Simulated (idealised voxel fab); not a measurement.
Name of the process module below: voxel tone inversion
cross-section cut | 300 nm wide | cells 5 nm
A cross-section in this document is a grid of square cells, and it is written down as bands, the top band listed before the ones below it; a band is made up of one or more rows of cells. The band entry comprises the height of the band's top followed by the height of its bottom, expressed in nm, and subsequently the band's materials from left to right, each stated together with its width in nm. Where a single material is marked with the word "everywhere", that material fills the band from edge to edge. The word "empty" represents empty space. It should be noted that heights are counted from 0, beneath which the wafer as supplied is of one material throughout, and that the lowest band possesses no lower boundary but continues downward, as written in "z 0 and below". Width spec "30->40" -> top row of cells at first value, bottom row at second value, equal per-row change in between. Where the words "nothing was modified" appear for a step, the cross-section shows no cell changed by that step; every cell remained as before. Entry "Enclosed void catalog" = empty spaces >= 8 cells with no open way to the top; each as width x height at distance, distance from left edge, all nm. On a step's line, text after the settings is the simulator commenting on that step. overlay nm: mask right of planned place by this much (step with mask). Neg. = left.

**Steps in the process plan**
1. RECEIVE with material Si
2. CONFORMAL_DEP with material SiCN, thk nm 10
3. DIRECTIONAL_DEP with material polySi, thk nm 20
4. PATTERN with tone cover, mask id POSTS, material resist, width nm 25, pitch nm 55, thk nm 30, overlay nm 0
5. DIRECTIONAL_ETCH with etch materials polySi, depth nm 20
6. STRIP with etch materials resist
7. FILL_DEP with material SiO2, thk nm 10
8. CMP with height nm 30
9. STRIP with etch materials polySi
10. CONFORMAL_DEP with material TiN, thk nm 5
11. FILL_DEP with material Cu, thk nm 10
12. CMP with height nm 30
13. CONFORMAL_DEP with material SiN, thk nm 5

**Wafer at receipt (post step 1), cross-section**
* z 0 and below = Si everywhere
* Enclosed void catalog: none

**Final wafer profile in cross-section after the module, from the same start and plan as above, with one mistake made during processing**
* z 35 to 30 = SiN everywhere
* z 30 to 15 = 50 of Cu, 5 of TiN, 25 of SiO2, 5 of TiN, 20 of Cu, 5 of TiN, 25 of SiO2, 5 of TiN, 20 of Cu, 5 of TiN, 25 of SiO2, 5 of TiN, 20 of Cu, 5 of TiN, 25 of SiO2, 5 of TiN, 50 of Cu
* z 15 to 10 = 55 of TiN, 25 of SiO2, 30 of TiN, 25 of SiO2, 30 of TiN, 25 of SiO2, 30 of TiN, 25 of SiO2, 55 of TiN
* z 10 to 0 = SiCN everywhere
* z 0 and below = Si everywhere
* Enclosed void catalog: none
what went wrong: for step 4, the planned setting was not used; the step was instead run as PATTERN with tone open, mask id POSTS, material resist, width nm 25, pitch nm 55, thk nm 30, overlay nm 0
